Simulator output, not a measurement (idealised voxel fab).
Process module in this document: voxel local oxidation
This is section cut - it's 185 nm across, gridded in 5 nm square cells.
Reading order for cross-sections: top band down to bottom band. Underlying form: a grid of square cells. Band size: one or more rows of cells. What a band's entry tells you: where the top is and where the bottom is, as heights in nm, and after that what lies inside, material by material from left to right, each with its width in nm. Empty space is written as the word "air", and a single material marked with the word "full width" occupies the band from edge to edge. Zero point of the height axis is 0; under it, received wafer = one material. Lowest band: continues down indefinitely, "from 0 down". A width such as "30 to 40" changes by the same amount from each row of cells to the next, from the band's top row to its bottom row. Step note "no alterations made" = no cross-section cell changed. You'll see "Enclosed void list" listing empty spaces that have no way open to the top, as long as they're 8 cells or more; the notation is width x height at distance, where the distance is from the left edge, and all of it is in nm. Text after the settings on a step's line: the simulator's own remark on that step. overlay nm: mask offset rightward from planned place, masked step; negative means leftward offset.

The steps planned for the process are as follows:
1,RECEIVE,material Si
2,OXIDIZE,depth nm 5
3,CONFORMAL_DEP,material SiN,thk nm 15
4,PATTERN,tone cover,mask id ACTIVE,material resist,width nm 105,thk nm 20,overlay nm 0
5,DIRECTIONAL_ETCH,etch materials SiN,depth nm 15
6,STRIP,etch materials resist
7,SELECTIVE_ETCH,etch materials SiO2,depth nm 5
8,OXIDIZE,depth nm 10
9,STRIP,etch materials SiN

The following pertains to the first of two wafers, which was processed as planned:

As received (post step 1): cross-section:
> from 0 down = Si full width
> Enclosed void list: none

Sectional view: wafer, after step 2:
> from 0 to -5 = SiO2 full width
> All layers under -5 are left as they were.

Sectional view: wafer, after step 3:
> from 15 to 0 = SiN full width
> All layers under 0 are left as they were.

Sectional view: wafer, after step 4:
> from 35 to 15 = air 40 nm; resist 105 nm; air 40 nm
> All layers under 15 are left as they were.

Sectional view: wafer, after step 5:
> from 35 to 15 = air 40 nm; resist 105 nm; air 40 nm
> from 15 to 0 = air 40 nm; SiN 105 nm; air 40 nm
> All layers under 0 are left as they were.

Sectional view: wafer, after step 6:
> from 15 to 0 = air 40 nm; SiN 105 nm; air 40 nm
> All layers under 0 are left as they were.

Sectional view: wafer, after step 7:
> from 15 to 0 = air 40 nm; SiN 105 nm; air 40 nm
> from 0 to -5 = air 45 nm; SiO2 95 nm; air 45 nm
> All layers under -5 are left as they were.

Sectional view: wafer, after step 8:
> from 15 to 0 = air 40 nm; SiN 105 nm; air 40 nm
> from 0 to -5 = air 45 nm; SiO2 95 nm; air 45 nm
> from -5 to -15 = SiO2 55 nm; Si 75 nm; SiO2 55 nm
> All layers under -15 are left as they were.

Sectional view: wafer, after step 9:
> from 0 to -5 = air 45 nm; SiO2 95 nm; air 45 nm
> All layers under -5 are left as they were.

Wafer two of the pair: same origin, same plan, one error during the run; identical to wafer one up to and including step 8:

The second wafer cut through, at the time step 9 was supposed to be finished:
> from -5 to -15 = air 55 nm; Si 75 nm; air 55 nm
> All layers under -15 are left as they were.
Which mistake was made when the wafer was run? step 9 was processed under conditions differing from the plan, specifically as STRIP,etch materials SiO2
Once processing is complete, comparing cell counts shows that the second wafer has more or fewer of certain materials than the first: -63 SiO2
